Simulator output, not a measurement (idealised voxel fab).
process module | voxel transistor to metal
cross-section cut | 150 nm wide | cells 5 nm
A cross-section is a grid of square cells, given in bands from the top down. A band is one or more rows of cells.
Each band's line starts with the height of the band's top and of its bottom, in nm. Then come its materials from left to right, each with its width in nm. One material with "throughout" fills the band from edge to edge. "air" is empty space.
Height 0 is the level under which the wafer as received is all one material. The lowest band goes on downwards, as in "0 down".
A width such as "30 to 40" changes by the same amount from each row of cells to the next, from the band's top row to its bottom row.
"no change" after a step means that no cell of the cross-section changed.
closed voids: empty space of 8 cells or more with no open way to the top, each as width x height at its distance from the left edge, in nm
after a step's settings: what the simulator itself notes on the step
overlay nm, on a step with a mask: how far to the right of its planned place the mask lay; to the left if negative
plan
1 op RECEIVE | material Si
2 op CONFORMAL_DEP | material SiO2 | thk nm 5
3 op CONFORMAL_DEP | material SiN | thk nm 15
4 op DIRECTIONAL_DEP | material aC | thk nm 10
5 op PATTERN | tone cover | mask id ACTIVE | material resist | width nm 105 | thk nm 30 | overlay nm 0
6 op DIRECTIONAL_ETCH | etch materials aC | depth nm 10
7 op STRIP | etch materials resist
8 op DIRECTIONAL_ETCH | etch materials SiN | depth nm 15
9 op DIRECTIONAL_ETCH | etch materials SiO2 | depth nm 5
10 op DIRECTIONAL_ETCH | etch materials Si | depth nm 35
11 op STRIP | etch materials aC
12 op OXIDIZE | depth nm 5
13 op FILL_DEP | material SiO2 | thk nm 5
14 op CMP | height nm 20
15 op SELECTIVE_ETCH | etch materials SiO2 | depth nm 5
16 op STRIP | etch materials SiN
17 op SELECTIVE_ETCH | etch materials SiO2 | depth nm 5
18 op OXIDIZE | depth nm 5
19 op DIRECTIONAL_DEP | material polySi | thk nm 20
20 op DIRECTIONAL_DEP | material SiCN | thk nm 15
21 op MASKED_ETCH | tone cover | mask id GATE | width nm 25 | etch materials SiCN | depth nm 25 | overlay nm 0
22 op MASKED_ETCH | tone cover | mask id GATE | width nm 25 | etch materials polySi | depth nm 30 | overlay nm 0
23 op CONFORMAL_DEP | material SiO2 | thk nm 5
24 op DIRECTIONAL_ETCH | etch materials SiO2 | depth nm 5
25 op CONFORMAL_DEP | material SiN | thk nm 5
26 op DIRECTIONAL_ETCH | etch materials SiN | depth nm 5
27 op DIRECTIONAL_ETCH | etch materials SiO2 | depth nm 5
28 op DIRECTIONAL_ETCH | etch materials Si | depth nm 10
29 op EPI | material pSi | thk nm 15
30 op FILL_DEP | material SiO2 | thk nm 10
31 op CMP | height nm 35
32 op DIRECTIONAL_DEP | material SiO2 | thk nm 10
33 op PATTERN | tone open | mask id CONTACT | material resist | width nm 30 | pitch nm 65 | thk nm 15 | overlay nm 0
34 op DIRECTIONAL_ETCH | etch materials SiO2 | depth nm 45
35 op STRIP | etch materials resist
36 op CONFORMAL_DEP | material TiN | thk nm 5
37 op FILL_DEP | material W | thk nm 5
38 op CMP | height nm 45
39 op DIRECTIONAL_DEP | material TiN | thk nm 5
40 op DIRECTIONAL_DEP | material W | thk nm 15
41 op PATTERN | tone cover | mask id METAL_1 | material resist | width nm 20 | pitch nm 75 | thk nm 20 | overlay nm 0
42 op DIRECTIONAL_ETCH | etch materials W | depth nm 15
43 op DIRECTIONAL_ETCH | etch materials TiN | depth nm 5
44 op STRIP | etch materials resist
45 op FILL_DEP | material lowk | thk nm 10
46 op CMP | height nm 65
47 op CONFORMAL_DEP | material SiCN | thk nm 5
as received, after step 1
  0 down: Si throughout
  closed voids: none
a wafer at the end: this start, this plan, one mistake
  70 to 65: SiCN throughout
  65 to 50: lowk 25 | W 20 | lowk 55 | W 20 | lowk 30
  50 to 45: W throughout
  45 to 35: SiO2 25 | TiN 5 | W 20 to 15 | TiN 5 to 10 | SiO2 35 | TiN 5 to 10 | W 20 to 15 | TiN 5 | SiO2 30
  35 to 20: SiO2 25 | TiN 5 | W 15 | TiN 5 | SiN 5 | SiO2 5 | SiCN 25 | SiO2 5 | SiN 5 | TiN 5 | W 15 | TiN 5 | SiO2 30
  20 to 15: SiO2 25 | TiN 5 | W 15 | TiN 5 | SiN 5 | SiO2 5 | polySi 25 | SiO2 5 | SiN 5 | TiN 5 | W 15 | TiN 5 | SiO2 30
  15 to 10: SiO2 25 | TiN 25 | SiN 5 | SiO2 5 | polySi 25 | SiO2 5 | SiN 5 | TiN 25 | SiO2 30
  10 to 0: SiO2 20 | SiN 5 | TiN 10 | pSi 15 | SiN 5 | SiO2 5 | polySi 25 | SiO2 5 | SiN 5 | pSi 15 | TiN 10 | SiN 5 | SiO2 25
  0 to -5: SiO2 25 | pSi 25 | SiO2 45 | pSi 25 | SiO2 30
  -5 to -15: SiO2 25 | pSi 25 | Si 45 | pSi 25 | SiO2 30
  -15 to -40: SiO2 25 | Si 95 | SiO2 30
  -40 down: Si throughout
  closed voids: none
what went wrong: step 39 ran as: op DIRECTIONAL_DEP | material W | thk nm 5
